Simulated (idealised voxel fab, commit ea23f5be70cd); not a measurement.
process module | voxel double patterning
cross-section cut | 150 nm wide | cells 5 nm
A cross-section is a grid of square cells, given in bands from the top down. A band is one or more rows of cells.
Each band's line starts with the height of the band's top and of its bottom, in nm. Then come its materials from left to right, each with its width in nm. One material with "throughout" fills the band from edge to edge. "air" is empty space.
Height 0 is the level under which the wafer as received is all one material. The lowest band goes on downwards, as in "0 down".
A width such as "30 to 40" changes by the same amount from each row of cells to the next, from the band's top row to its bottom row.
"no change" after a step means that no cell of the cross-section changed.
closed voids: empty space of 8 cells or more with no open way to the top, each as width x height at its distance from the left edge, in nm
after a step's settings: what the simulator itself notes on the step
overlay nm, on a step with a mask: how far to the right of its planned place the mask lay; to the left if negative
plan
1 op RECEIVE | material Si
2 op CONFORMAL_DEP | material SiO2 | thk nm 10
3 op DIRECTIONAL_DEP | material TiN | thk nm 10
4 op DIRECTIONAL_DEP | material SiN | thk nm 5
5 op MASKED_ETCH | tone open | mask id FIRST | width nm 15 | pitch nm 50 | etch materials SiN | depth nm 5 | overlay nm 0
6 op DIRECTIONAL_DEP | material aC | thk nm 15
7 op PATTERN | tone open | mask id SECOND | material resist | width nm 15 | pitch nm 50 | thk nm 35 | overlay nm 0
8 op DIRECTIONAL_ETCH | etch materials aC | depth nm 15
9 op STRIP | etch materials resist
10 op DIRECTIONAL_ETCH | etch materials SiN | depth nm 5
11 op STRIP | etch materials aC
12 op DIRECTIONAL_ETCH | etch materials TiN | depth nm 10
13 op STRIP | etch materials SiN
as received, after step 1
  0 down: Si throughout
  closed voids: none
first wafer at the end, as planned
  20 to 10: TiN 15 | air 15 | TiN 10 | air 15 | TiN 10 | air 15 | TiN 10 | air 15 | TiN 10 | air 15 | TiN 20
  10 to 0: SiO2 throughout
  0 down: Si throughout
  closed voids: none
second wafer at the end: like start, like plan, one mistake
  20 to 10: TiN 15 | air 15 | TiN 5 | air 25 | TiN 5 | air 15 | TiN 5 | air 25 | TiN 5 | air 15 | TiN 20
  10 to 0: SiO2 throughout
  0 down: Si throughout
  closed voids: none
what went wrong: step 7 ran as: op PATTERN | tone open | mask id SECOND | material resist | width nm 25 | pitch nm 50 | thk nm 35 | overlay nm 0
at the end the second wafer has, in cells: 8 fewer of TiN
